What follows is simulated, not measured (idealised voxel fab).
process module | voxel fin reveal
cross-section cut | 220 nm wide | cells 5 nm
A cross-section is a grid of square cells, given in bands from the top down. A band is one or more rows of cells.
Each band's line starts with the height of the band's top and of its bottom, in nm. Then come its materials from left to right, each with its width in nm. One material with "throughout" fills the band from edge to edge. "air" is empty space.
Height 0 is the level under which the wafer as received is all one material. The lowest band goes on downwards, as in "0 down".
A width such as "30 to 40" changes by the same amount from each row of cells to the next, from the band's top row to its bottom row.
"no change" after a step means that no cell of the cross-section changed.
closed voids: empty space of 8 cells or more with no open way to the top, each as width x height at its distance from the left edge, in nm
after a step's settings: what the simulator itself notes on the step
overlay nm, on a step with a mask: how far to the right of its planned place the mask lay; to the left if negative
plan
1 op RECEIVE | material Si
2 op CONFORMAL_DEP | material SiN | thk nm 10
3 op MASKED_ETCH | tone cover | mask id FINS | width nm 15 | pitch nm 35 | etch materials SiN | depth nm 10 | overlay nm 0
4 op MASKED_ETCH | tone cover | mask id FINS | width nm 15 | pitch nm 35 | etch materials Si | depth nm 40 | overlay nm 0
5 op OXIDIZE | depth nm 5
6 op FILL_DEP | material SiO2 | thk nm 15
7 op CMP | height nm 10
8 op SELECTIVE_ETCH | etch materials SiO2 | depth nm 30
9 op STRIP | etch materials SiN
as received, after step 1
  0 down: Si throughout
  closed voids: none
a wafer at the end: this start, this plan, one mistake
  0 to -45: air 70 | Si 5 | air 30 | Si 5 | air 30 | Si 5 | air 75
  -45 down: Si throughout
  closed voids: none
what went wrong: step 8 was run twice
